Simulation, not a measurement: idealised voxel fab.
voxel trench capacitor: a process module
The cross-section on display is named cut; it measures 210 nm wide, and its cells are 5 nm squares.
A cross-section is written here as square cells arranged in a grid, and it is given in bands from the top down, each band taking up one or more rows of cells. In this notation a band is specified by the heights of its top and bottom, in that order and in nm, after which its materials appear from left to right, each paired with its width in nm. The word "all across" attached to a single material means that material fills the band from edge to edge; the word "empty" stands for empty space. Where do heights start? At 0: under that level the wafer as delivered is made of one material only. And the lowest band has no floor; it just carries on downward, as in "z 0 and below". Top row gets the first number, bottom row gets the second, and each row in between changes by the same step: that is how a band width like "30 to 40" works. The cross-section has no changed cell in any step marked "left unchanged". So "Enclosed void list" is basically the list of trapped voids: any empty space of 8 cells or more that can't reach the top through an opening. They're written width x height at distance, the distance being from the left edge, and it's all nm. Anything after a step's settings on that line? It's the simulator's own note about the step. overlay nm: how far to the right of its planned place the mask lay on this masked step (negative: to the left).
Process steps foreseen in the plan:
- 1: RECEIVE: material Si
- 2: CONFORMAL_DEP: material SiN, thk nm 10
- 3: PATTERN: tone open, mask id TRENCH, material resist, width nm 20, pitch nm 35, thk nm 15, overlay nm 0
- 4: DIRECTIONAL_ETCH: etch materials SiN, depth nm 10
- 5: DIRECTIONAL_ETCH: etch materials Si, depth nm 25
- 6: STRIP: etch materials resist
- 7: CONFORMAL_DEP: material SiO2, thk nm 5
- 8: FILL_DEP: material polySi, thk nm 5
- 9: CMP: height nm 10
The first of two wafers, run as planned:
Received-state cross-section, reflecting completion of step 1:
> z 0 and below | Si all across
> Enclosed void list: none
Take a look at the wafer's cross-section after step 2:
> z 10 to 0 | SiN all across
> All layers under 0 are left as they were.
Take a look at the wafer's cross-section after step 3:
> z 25 to 10 | resist=40, empty=20, resist=15, empty=20, resist=15, empty=20, resist=15, empty=20, resist=45
> All layers under 10 are left as they were.
Take a look at the wafer's cross-section after step 4:
> z 25 to 10 | resist=40, empty=20, resist=15, empty=20, resist=15, empty=20, resist=15, empty=20, resist=45
> z 10 to 0 | SiN=40, empty=20, SiN=15, empty=20, SiN=15, empty=20, SiN=15, empty=20, SiN=45
> All layers under 0 are left as they were.
Take a look at the wafer's cross-section after step 5:
> z 25 to 10 | resist=40, empty=20, resist=15, empty=20, resist=15, empty=20, resist=15, empty=20, resist=45
> z 10 to 0 | SiN=40, empty=20, SiN=15, empty=20, SiN=15, empty=20, SiN=15, empty=20, SiN=45
> z 0 to -25 | Si=40, empty=20, Si=15, empty=20, Si=15, empty=20, Si=15, empty=20, Si=45
> All layers under -25 are left as they were.
Take a look at the wafer's cross-section after step 6:
> z 10 to 0 | SiN=40, empty=20, SiN=15, empty=20, SiN=15, empty=20, SiN=15, empty=20, SiN=45
> All layers under 0 are left as they were.
Take a look at the wafer's cross-section after step 7:
> z 15 to 10 | SiO2=45, empty=10, SiO2=25, empty=10, SiO2=25, empty=10, SiO2=25, empty=10, SiO2=50
> z 10 to 0 | SiN=40, SiO2=5, empty=10, SiO2=5, SiN=15, SiO2=5, empty=10, SiO2=5, SiN=15, SiO2=5, empty=10, SiO2=5, SiN=15, SiO2=5, empty=10, SiO2=5, SiN=45
> z 0 to -20 | Si=40, SiO2=5, empty=10, SiO2=5, Si=15, SiO2=5, empty=10, SiO2=5, Si=15, SiO2=5, empty=10, SiO2=5, Si=15, SiO2=5, empty=10, SiO2=5, Si=45
> z -20 to -25 | Si=40, SiO2=20, Si=15, SiO2=20, Si=15, SiO2=20, Si=15, SiO2=20, Si=45
> All layers under -25 are left as they were.
Take a look at the wafer's cross-section after step 8:
> z 20 to 15 | polySi all across
> z 15 to 10 | SiO2=45, polySi=10, SiO2=25, polySi=10, SiO2=25, polySi=10, SiO2=25, polySi=10, SiO2=50
> z 10 to 0 | SiN=40, SiO2=5, polySi=10, SiO2=5, SiN=15, SiO2=5, polySi=10, SiO2=5, SiN=15, SiO2=5, polySi=10, SiO2=5, SiN=15, SiO2=5, polySi=10, SiO2=5, SiN=45
> z 0 to -20 | Si=40, SiO2=5, polySi=10, SiO2=5, Si=15, SiO2=5, polySi=10, SiO2=5, Si=15, SiO2=5, polySi=10, SiO2=5, Si=15, SiO2=5, polySi=10, SiO2=5, Si=45
> All layers under -20 are left as they were.
Take a look at the wafer's cross-section after step 9:
> z 10 to 0 | SiN=40, SiO2=5, polySi=10, SiO2=5, SiN=15, SiO2=5, polySi=10, SiO2=5, SiN=15, SiO2=5, polySi=10, SiO2=5, SiN=15, SiO2=5, polySi=10, SiO2=5, SiN=45
> All layers under 0 are left as they were.
Wafer two: like wafer one in start and plan, but with one mistake in execution; identical up to and including step 1:
Second wafer cross-section, taken as of the time the plan sets for step 2 to be done:
> z 10 to 0 | polySi all across
> All layers under 0 are left as they were.
Second wafer cross-section, taken as of the time the plan sets for step 3 to be done:
> z 25 to 10 | resist=40, empty=20, resist=15, empty=20, resist=15, empty=20, resist=15, empty=20, resist=45
> All layers under 10 are left as they were.
Second wafer cross-section, taken as of the time the plan sets for step 4 to be done: left unchanged
Second wafer cross-section, taken as of the time the plan sets for step 5 to be done:
> z 25 to 10 | resist=40, empty=20, resist=15, empty=20, resist=15, empty=20, resist=15, empty=20, resist=45
> z 10 to 0 | polySi=40, empty=20, polySi=15, empty=20, polySi=15, empty=20, polySi=15, empty=20, polySi=45
> z 0 to -15 | Si=40, empty=20, Si=15, empty=20, Si=15, empty=20, Si=15, empty=20, Si=45
> All layers under -15 are left as they were.
Second wafer cross-section, taken as of the time the plan sets for step 6 to be done:
> z 10 to 0 | polySi=40, empty=20, polySi=15, empty=20, polySi=15, empty=20, polySi=15, empty=20, polySi=45
> All layers under 0 are left as they were.
Second wafer cross-section, taken as of the time the plan sets for step 7 to be done:
> z 15 to 10 | SiO2=45, empty=10, SiO2=25, empty=10, SiO2=25, empty=10, SiO2=25, empty=10, SiO2=50
> z 10 to 0 | polySi=40, SiO2=5, empty=10, SiO2=5, polySi=15, SiO2=5, empty=10, SiO2=5, polySi=15, SiO2=5, empty=10, SiO2=5, polySi=15, SiO2=5, empty=10, SiO2=5, polySi=45
> z 0 to -10 | Si=40, SiO2=5, empty=10, SiO2=5, Si=15, SiO2=5, empty=10, SiO2=5, Si=15, SiO2=5, empty=10, SiO2=5, Si=15, SiO2=5, empty=10, SiO2=5, Si=45
> z -10 to -15 | Si=40, SiO2=20, Si=15, SiO2=20, Si=15, SiO2=20, Si=15, SiO2=20, Si=45
> All layers under -15 are left as they were.
Second wafer cross-section, taken as of the time the plan sets for step 8 to be done:
> z 20 to 15 | polySi all across
> z 15 to 10 | SiO2=45, polySi=10, SiO2=25, polySi=10, SiO2=25, polySi=10, SiO2=25, polySi=10, SiO2=50
> z 10 to 0 | polySi=40, SiO2=5, polySi=10, SiO2=5, polySi=15, SiO2=5, polySi=10, SiO2=5, polySi=15, SiO2=5, polySi=10, SiO2=5, polySi=15, SiO2=5, polySi=10, SiO2=5, polySi=45
> z 0 to -10 | Si=40, SiO2=5, polySi=10, SiO2=5, Si=15, SiO2=5, polySi=10, SiO2=5, Si=15, SiO2=5, polySi=10, SiO2=5, Si=15, SiO2=5, polySi=10, SiO2=5, Si=45
> All layers under -10 are left as they were.
Second wafer cross-section, taken as of the time the plan sets for step 9 to be done:
> z 10 to 0 | polySi=40, SiO2=5, polySi=10, SiO2=5, polySi=15, SiO2=5, polySi=10, SiO2=5, polySi=15, SiO2=5, polySi=10, SiO2=5, polySi=15, SiO2=5, polySi=10, SiO2=5, polySi=45
> All layers under 0 are left as they were.
Short version of what went wrong: it should be noted that step 2 was executed with settings other than those planned, the operation and settings actually applied being CONFORMAL_DEP: material polySi, thk nm 10
at the end the second wafer has, in cells: Si +32, SiN -52, SiO2 -16, polySi +36
